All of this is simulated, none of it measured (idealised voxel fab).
The process module that follows is named voxel wiring stack.
240 nm wide, 5 nm square cells: that's cross-section cut.
Reading order for cross-sections: top band down to bottom band. Underlying form: a grid of square cells. Band size: one or more rows of cells.
For a band, the entry starts with two heights in nm, that of the top and then that of the bottom, and carries on with the band's materials in order from left to right, each alongside its width in nm; the word "full width" beside a single material means it fills the band edge to edge, and "blank" means empty space.
Beneath 0, the wafer as received is one material, and that level is where height counting begins. The lowest band goes on downward without a bottom; it is written like "0 nm and below".
The two numbers in a width such as "30 to 40" mark its ends across the band: the first belongs to the top row of cells, the second to the bottom row, and from each row to the next the width moves by the same amount.
"nothing altered" for a step: no cell of the cross-section changed in that step.
Each empty space that has no open way to the top and spans at least 8 cells appears under "Enclosed internal voids" as width x height at distance, the distance counted from the left edge, all in nm.
If you see something after the settings on a step's line, that's the simulator's own remark about that step.
overlay nm: mask right of planned place by this much (step with mask). Neg. = left.
THESE ARE THE STEPS WE PLANNED FOR THE PROCESS
1. RECEIVE | material Si
2. CONFORMAL_DEP | material SiO2 | thk nm 10
3. CONFORMAL_DEP | material SiN | thk nm 5
4. DIRECTIONAL_DEP | material lowk | thk nm 15
5. MASKED_ETCH | tone open | mask id METAL_1 | width nm 30 | pitch nm 45 | etch materials lowk | depth nm 15 | overlay nm 0
6. MASKED_ETCH | tone open | mask id METAL_1 | width nm 30 | pitch nm 45 | etch materials SiN | depth nm 5 | overlay nm 0
7. CONFORMAL_DEP | material TiN | thk nm 5
8. FILL_DEP | material Cu | thk nm 5
9. CMP | height nm 30
10. CONFORMAL_DEP | material SiCN | thk nm 5
11. DIRECTIONAL_DEP | material SiO2 | thk nm 10
12. PATTERN | tone open | mask id PLUG_1 | material resist | width nm 15 | pitch nm 45 | thk nm 20 | overlay nm 0
13. DIRECTIONAL_ETCH | etch materials SiO2 | depth nm 10
14. DIRECTIONAL_ETCH | etch materials SiCN | depth nm 5
15. STRIP | etch materials resist
16. CONFORMAL_DEP | material TiN | thk nm 5
17. FILL_DEP | material W | thk nm 5
18. CMP | height nm 35
19. DIRECTIONAL_DEP | material TiN | thk nm 5
20. DIRECTIONAL_DEP | material W | thk nm 15
21. PATTERN | tone cover | mask id METAL_2 | material resist | width nm 30 | pitch nm 45 | thk nm 20 | overlay nm 0
22. DIRECTIONAL_ETCH | etch materials W | depth nm 15
23. DIRECTIONAL_ETCH | etch materials TiN | depth nm 5
24. STRIP | etch materials resist
25. FILL_DEP | material lowk | thk nm 10
26. CMP | height nm 65
27. CONFORMAL_DEP | material SiCN | thk nm 5
28. DIRECTIONAL_DEP | material lowk | thk nm 10
29. PATTERN | tone open | mask id PLUG_2 | material resist | width nm 15 | pitch nm 90 | thk nm 15 | overlay nm 0
30. DIRECTIONAL_ETCH | etch materials lowk | depth nm 10
31. DIRECTIONAL_ETCH | etch materials SiCN | depth nm 5
32. STRIP | etch materials resist
33. EPI | material Ru | thk nm 10
34. EPI | material Ru | thk nm 5
35. CONFORMAL_DEP | material SiCN | thk nm 5
36. DIRECTIONAL_DEP | material SiO2 | thk nm 20
37. MASKED_ETCH | tone open | mask id METAL_3 | width nm 30 | pitch nm 45 | etch materials SiO2 | depth nm 20 | overlay nm 0
38. MASKED_ETCH | tone open | mask id METAL_3 | width nm 30 | pitch nm 45 | etch materials SiCN | depth nm 5 | overlay nm 0
39. CONFORMAL_DEP | material TiN | thk nm 5
40. FILL_DEP | material Cu | thk nm 10
41. CMP | height nm 105
42. CONFORMAL_DEP | material SiCN | thk nm 5
43. DIRECTIONAL_DEP | material lowk | thk nm 35
44. MASKED_ETCH | tone open | mask id METAL_4 | width nm 30 | pitch nm 45 | etch materials lowk | depth nm 20 | overlay nm 0
45. MASKED_ETCH | tone open | mask id METAL_4_HOLES | width nm 15 | pitch nm 45 | etch materials lowk | depth nm 15 | overlay nm 0
46. MASKED_ETCH | tone open | mask id METAL_4_HOLES | width nm 15 | pitch nm 45 | etch materials SiCN | depth nm 5 | overlay nm 0
47. CONFORMAL_DEP | material TiN | thk nm 5
48. FILL_DEP | material Cu | thk nm 5
49. CMP | height nm 145
50. CONFORMAL_DEP | material SiN | thk nm 5
The value of height nm given for step 18 in the plan refers to the first wafer; the wafers vary in this setting and are alike at the start.
AS RECEIVED, I.E. AFTER STEP 1: CROSS-SECTION THROUGH THE FIRST OF SEVERAL WAFERS
- 0 nm and below  Si full width
- Enclosed internal voids: none
WAFER ROWS; END OF MODULE; CELLS PER MATERIAL SINCE RECEIPT: (+) GAINED, (-) LOST; THEN CLOSED VOIDS
height nm 35, +132 Cu, +162 SiCN, +78 SiN, +216 SiO2, +171 TiN, +54 W, +627 lowk, Enclosed internal voids: none
height nm 40, +132 Cu, +162 SiCN, +78 SiN, +255 SiO2, +177 TiN, +57 W, +579 lowk, Enclosed internal voids: none
height nm 45, +132 Cu, +18 Ru, +150 SiCN, +78 SiN, +294 SiO2, +177 TiN, +60 W, +531 lowk, Enclosed internal voids: none
height nm 50, +132 Cu, +18 Ru, +150 SiCN, +78 SiN, +294 SiO2, +222 TiN, +45 W, +501 lowk, Enclosed internal voids: none
height nm 55, +132 Cu, +18 Ru, +150 SiCN, +78 SiN, +294 SiO2, +222 TiN, +75 W, +471 lowk, Enclosed internal voids: none
